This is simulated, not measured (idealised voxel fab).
Process module, titled voxel air gaps
Section shown: cut. Width: 270 nm. Cell size: 5 nm, square.
Cross-section layout: square cells on a grid; listed as bands, top to bottom; a band spans one or more cell rows. The entry gives the band's vertical extent as a top height and a bottom height in nm, then its horizontal make-up as materials from left to right, each with a width in nm. "air" stands for empty space; a single material marked "all across" fills the band edge to edge. Heights are expressed relative to 0, this being the level below which the as-received wafer comprises one material exclusively. The lowest band is unbounded in the downward direction and is denoted as in "0..down". Top row gets the first number, bottom row gets the second, and each row in between changes by the same step: that is how a band width like "30 to 40" works. Given "stayed the same" for a step, no cell of the cross-section differs between before and after that step. In the "Fully closed voids" entry, you get each enclosed empty space of 8 cells or more, one with no open way to the top, written width x height at distance, distance from the left edge, in nm. Text after the settings on a step's line: the simulator's own remark on that step. Among the settings permitted on a step's line is "overlay nm"; applied to a step with a mask, it specifies the extent to which the mask lay to the right of its planned position, whereas a negative figure signifies a position to the left.
### Steps planned for the process
| 1 | RECEIVE with material Si |
| 2 | CONFORMAL_DEP with material SiO2, thk nm 10 |
| 3 | CONFORMAL_DEP with material SiCN, thk nm 5 |
| 4 | DIRECTIONAL_DEP with material lowk, thk nm 40 |
| 5 | DIRECTIONAL_DEP with material aC, thk nm 15 |
| 6 | PATTERN with tone open, mask id LINES, material resist, width nm 15, pitch nm 40, thk nm 35, overlay nm 0 |
| 7 | DIRECTIONAL_ETCH with etch materials aC, depth nm 15 |
| 8 | STRIP with etch materials resist |
| 9 | DIRECTIONAL_ETCH with etch materials lowk, depth nm 40 |
| 10 | STRIP with etch materials aC |
| 11 | CONFORMAL_DEP with material TiN, thk nm 5 |
| 12 | FILL_DEP with material W, thk nm 10 |
| 13 | CMP with height nm 55 |
| 14 | EPI with material Ru, thk nm 10 |
| 15 | SELECTIVE_ETCH with etch materials lowk, depth nm 50 |
| 16 | CONFORMAL_DEP with material SiCN, thk nm 5 |
### Here's what the wafer looked like in cross-section when it arrived - that's after step 1
  0..down = Si all across
  Fully closed voids: none
### The first of two wafers, cross-sectioned at the end of the module, with the run proceeding as planned
  70..65 = 70 nm air; 125 nm SiCN; 75 nm air
  65..55 = 70 nm air; 5 nm SiCN; 35 nm Ru; 5 nm SiCN; 35 nm Ru; 5 nm SiCN; 35 nm Ru; 5 nm SiCN; 75 nm air
  55..50 = 70 nm air; 15 nm SiCN; 5 nm TiN; 5 nm W; 5 nm TiN; 25 nm SiCN; 5 nm TiN; 5 nm W; 5 nm TiN; 25 nm SiCN; 5 nm TiN; 5 nm W; 5 nm TiN; 15 nm SiCN; 75 nm air
  50..20 = 80 nm air; 5 nm SiCN; 5 nm TiN; 5 nm W; 5 nm TiN; 5 nm SiCN; 15 nm air; 5 nm SiCN; 5 nm TiN; 5 nm W; 5 nm TiN; 5 nm SiCN; 15 nm air; 5 nm SiCN; 5 nm TiN; 5 nm W; 5 nm TiN; 5 nm SiCN; 85 nm air
  20..15 = 85 nm SiCN; 15 nm TiN; 25 nm SiCN; 15 nm TiN; 25 nm SiCN; 15 nm TiN; 90 nm SiCN
  15..10 = SiCN all across
  10..0 = SiO2 all across
  0..down = Si all across
  Fully closed voids: 15 x 30 at 105; 15 x 30 at 145
### Wafer two, end of module, cross-section. Same start, same plan as wafer one. One mistake in the run
  60..50 = SiCN all across
  50..10 = lowk all across
  10..0 = SiO2 all across
  0..down = Si all across
  Fully closed voids: none
Nonconformance to the process plan: the run placed steps 3 and 4 each in the position the plan gave to the other
Count the cells at the end and the second wafer has more or fewer of some materials than the first: Ru -42 | SiCN -76 | TiN -51 | W -21 | lowk +432
The final tally of closed voids stands at 2 on the first wafer and 0 on the second.
